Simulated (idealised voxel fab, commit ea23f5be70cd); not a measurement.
Presented below is a process module, voxel self aligned vias.
In the cross-section labelled cut, the width is 140 nm and each square cell is 5 nm.
When this document writes out a cross-section, it uses a grid of square cells and lists it as bands, beginning at the top and moving down, with a band standing for one or more rows of cells.
For a band, the entry starts with two heights in nm, that of the top and then that of the bottom, and carries on with the band's materials in order from left to right, each alongside its width in nm; the word "all across" beside a single material means it fills the band edge to edge, and "air" means empty space.
A quick word on heights: they are counted from 0, and under that level the wafer as it came to us is one material throughout. The lowest band is different from the rest in having no bottom; it simply continues downward, written as in "0 nm and below".
Width spec "30->40" -> top row of cells at first value, bottom row at second value, equal per-row change in between.
A step reported as "left unchanged" is a step in which no cell of the cross-section changed.
"Enclosed internal cavities" lists enclosed empty spaces (at least 8 cells, no open path upward to the top), each as width x height at distance from the left edge, in nm.
Post-settings text on a step line: simulator's own remark regarding the step.
overlay nm: mask offset rightward from planned place, masked step; negative means leftward offset.

-- This section lists the process steps that were planned
- 1: RECEIVE [material Si]
- 2: CONFORMAL_DEP [material SiO2] [thk nm 15]
- 3: CONFORMAL_DEP [material SiCN] [thk nm 5]
- 4: DIRECTIONAL_DEP [material SiO2] [thk nm 30]
- 5: DIRECTIONAL_DEP [material aC] [thk nm 10]
- 6: PATTERN [tone open] [mask id LINES] [material resist] [width nm 25] [pitch nm 60] [thk nm 30] [overlay nm 0]
- 7: DIRECTIONAL_ETCH [etch materials aC] [depth nm 10]
- 8: STRIP [etch materials resist]
- 9: DIRECTIONAL_ETCH [etch materials SiO2] [depth nm 30]
- 10: STRIP [etch materials aC]
- 11: CONFORMAL_DEP [material TiN] [thk nm 5]
- 12: FILL_DEP [material W] [thk nm 10]
- 13: CMP [height nm 50]
- 14: SELECTIVE_ETCH [etch materials W Ru TiN] [depth nm 5]
- 15: FILL_DEP [material SiN] [thk nm 10]
- 16: CMP [height nm 50]
- 17: DIRECTIONAL_DEP [material SiO2] [thk nm 20]
- 18: DIRECTIONAL_DEP [material aC] [thk nm 15]
- 19: PATTERN [tone open] [mask id VIAS] [material resist] [width nm 35] [thk nm 35] [overlay nm 0]
- 20: DIRECTIONAL_ETCH [etch materials aC] [depth nm 15]
- 21: STRIP [etch materials resist]
- 22: DIRECTIONAL_ETCH [etch materials SiO2] [depth nm 20]
- 23: DIRECTIONAL_ETCH [etch materials SiN] [depth nm 5]
- 24: STRIP [etch materials aC]
- 25: CONFORMAL_DEP [material TiN] [thk nm 5]
- 26: FILL_DEP [material Ru] [thk nm 10]
- 27: CMP [height nm 70]
- 28: CONFORMAL_DEP [material SiN] [thk nm 5]

-- Cross-section of the wafer upon arrival, representing the state reached after step 1
	0 nm and below: Si all across
	Enclosed internal cavities: none

-- Post-module cross-section of the first of two wafers (run per plan)
	75 nm to 70 nm: SiN all across
	70 nm to 55 nm: 20 SiO2; 5 TiN; 25 Ru; 5 TiN; 85 SiO2
	55 nm to 50 nm: 20 SiO2; 10 TiN; 15 Ru; 10 TiN; 85 SiO2
	50 nm to 45 nm: 25 SiO2; 25 TiN; 35 SiO2; 25 SiN; 30 SiO2
	45 nm to 25 nm: 25 SiO2; 5 TiN; 15 W; 5 TiN; 35 SiO2; 5 TiN; 15 W; 5 TiN; 30 SiO2
	25 nm to 20 nm: 25 SiO2; 25 TiN; 35 SiO2; 25 TiN; 30 SiO2
	20 nm to 15 nm: SiCN all across
	15 nm to 0 nm: SiO2 all across
	0 nm and below: Si all across
	Enclosed internal cavities: none

-- Wafer two, sectioned after the module: the first wafer's start, the first wafer's plan, and one mistake in how it was run
	75 nm to 70 nm: SiN all across
	70 nm to 55 nm: 20 SiO2; 5 TiN; 25 Ru; 5 TiN; 85 SiO2
	55 nm to 50 nm: 20 SiO2; 35 TiN; 85 SiO2
	50 nm to 45 nm: SiCN all across
	45 nm to 0 nm: SiO2 all across
	0 nm and below: Si all across
	Enclosed internal cavities: none
what went wrong: a sequencing error occurred in which plan steps 3 and 4 were transposed
FYI, end of process, the second wafer has more or fewer cells of some materials than the first: Ru -3; SiN -5; SiO2 +60; TiN -28; W -24
